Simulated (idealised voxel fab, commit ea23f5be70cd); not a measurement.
A process module follows: voxel self aligned contacts.
The cross-section shown here is cut; it is 275 nm wide and divided into square cells measuring 5 nm on a side.
Cross-section = grid of square cells, listed top down in bands; band = one or more rows.
Quick guide to a band line: top height, bottom height (nm) up front; then every material left to right with its width in nm. Only one material and it's marked "everywhere"? Then it fills the band edge to edge. And "air" just means empty space.
Where do heights start? At 0: under that level the wafer as delivered is made of one material only. And the lowest band has no floor; it just carries on downward, as in "0..down".
The expression "30..40" gives the width at the extremes of the band, the first number at its top row of cells and the second at its bottom row, with the width changing by equal amounts from each row to the next in between.
Step marked "remained the same"? Then no cell in the cross-section changed in it.
Listed in "Sealed cavities": every empty space of 8 or more cells without an open way to the top. Form: width x height at distance, the distance being from the left edge, all in nm.
What comes after the settings on a step's line is commentary from the simulator itself on that step.
"overlay nm" answers the question of how far to the right of plan the mask lay on a step that has a mask, and when it is negative the answer is to the left.
plan
1. op RECEIVE | material Si
2. op OXIDIZE | depth nm 5
3. op DIRECTIONAL_DEP | material polySi | thk nm 30
4. op DIRECTIONAL_DEP | material SiN | thk nm 20
5. op PATTERN | tone cover | mask id GATE | material resist | width nm 35 | pitch nm 65 | thk nm 20 | overlay nm 0
6. op DIRECTIONAL_ETCH | etch materials SiN | depth nm 20
7. op DIRECTIONAL_ETCH | etch materials polySi | depth nm 30
8. op STRIP | etch materials resist
9. op CONFORMAL_DEP | material SiN | thk nm 5
10. op DIRECTIONAL_ETCH | etch materials SiN | depth nm 5
11. op FILL_DEP | material SiO2 | thk nm 10
12. op CMP | height nm 55
13. op PATTERN | tone open | mask id CONTACT | material resist | width nm 40 | pitch nm 65 | thk nm 15 | overlay nm 0
14. op DIRECTIONAL_ETCH | etch materials SiO2 | depth nm 60
15. op STRIP | etch materials resist
16. op CONFORMAL_DEP | material TiN | thk nm 5
17. op FILL_DEP | material W | thk nm 5
18. op CMP | height nm 55
19. op CONFORMAL_DEP | material SiCN | thk nm 5
This is the cross-section of the wafer as we received it, i.e. after step 1
    0..down: Si everywhere
    Sealed cavities: none
Here's the wafer cut in cross-section after the module, started and planned just like above, except one thing was done wrong in the run
    60..55: SiCN everywhere
    55..50: SiO2 85 nm | TiN 15 nm | W 10 nm | TiN 15 nm | SiO2 25 nm | TiN 15 nm | W 10 nm | TiN 15 nm | SiO2 85 nm
    50..30: SiO2 50 nm | SiN 45 nm | TiN 5 nm | W 10 nm | TiN 5 nm | SiN 45 nm | TiN 5 nm | W 10 nm | TiN 5 nm | SiN 45 nm | SiO2 50 nm
    30..25: SiO2 95 nm | TiN 20 nm | SiO2 45 nm | TiN 20 nm | SiO2 95 nm
    25..0: polySi everywhere
    0..down: Si everywhere
    Sealed cavities: none
Finding, execution versus plan: ran 2 and 3 in swapped order versus the plan
